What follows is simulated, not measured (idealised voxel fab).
This section sets out a process module, namely voxel double patterning.
Displayed cross-section: cut, width of 215 nm, square cells sized 5 nm.
In what follows, cross-sections appear as grids of square cells, described through bands that run from the top down, where every band is one or more rows of cells.
Look at the band entry: it leads with the top's height and the bottom's height in nm. Then it lists the materials left to right, with a width in nm for each. The word "full width" on a single material says that material fills the band edge to edge. The word "blank" is empty space.
A quick word on heights: they are counted from 0, and under that level the wafer as it came to us is one material throughout. The lowest band is different from the rest in having no bottom; it simply continues downward, written as in "0..down".
Top row gets the first number, bottom row gets the second, and each row in between changes by the same step: that is how a band width like "30..40" works.
"no alteration" after a step means that no cell of the cross-section changed.
Voids not open to the top, 8 cells minimum: see "Voids, enclosed". Written width x height at distance; distance is from the left edge; nm.
Where a step's line continues beyond its settings, the continuation is a remark by the simulator itself on that step.
The line of a step may include "overlay nm". On a step with a mask, this value is how far to the right of its planned place the mask lay. A negative value means the mask lay to the left.

# Set out below are the planned steps of the process
1,RECEIVE (material Si)
2,CONFORMAL_DEP (material SiO2; thk nm 10)
3,DIRECTIONAL_DEP (material polySi; thk nm 10)
4,DIRECTIONAL_DEP (material SiCN; thk nm 5)
5,PATTERN (tone open; mask id FIRST; material resist; width nm 15; pitch nm 50; thk nm 15; overlay nm 0)
6,DIRECTIONAL_ETCH (etch materials SiCN; depth nm 5)
7,STRIP (etch materials resist)
8,PATTERN (tone open; mask id SECOND; material resist; width nm 15; thk nm 20; overlay nm 0)
9,DIRECTIONAL_ETCH (etch materials SiCN; depth nm 5)
10,STRIP (etch materials resist)
11,DIRECTIONAL_ETCH (etch materials polySi; depth nm 10)
12,STRIP (etch materials SiCN)

# Cross-section of the wafer as it came to us, i.e., already through step 1
	0..down: Si full width
	Voids, enclosed: none

# Cross-sectional image of the first of two wafers at the end of the module, the run having proceeded as planned
	20..10: polySi 75 nm | blank 15 nm | polySi 10 nm | blank 15 nm | polySi 10 nm | blank 15 nm | polySi 75 nm
	10..0: SiO2 full width
	0..down: Si full width
	Voids, enclosed: none

# Second wafer through the module, sectioned at the end: same beginning and same plan as the first wafer, with one mistake in carrying it out
	25..20: SiCN 75 nm | blank 15 nm | SiCN 10 nm | blank 15 nm | SiCN 10 nm | blank 15 nm | SiCN 75 nm
	20..10: polySi 75 nm | blank 15 nm | polySi 10 nm | blank 15 nm | polySi 10 nm | blank 15 nm | polySi 75 nm
	10..0: SiO2 full width
	0..down: Si full width
	Voids, enclosed: none
Run error: the run left out plan step 12 entirely, so it was never executed
Upon completion, the second wafer contains, in terms of cells, a greater or smaller amount of certain materials than the first wafer: 34 more of SiCN
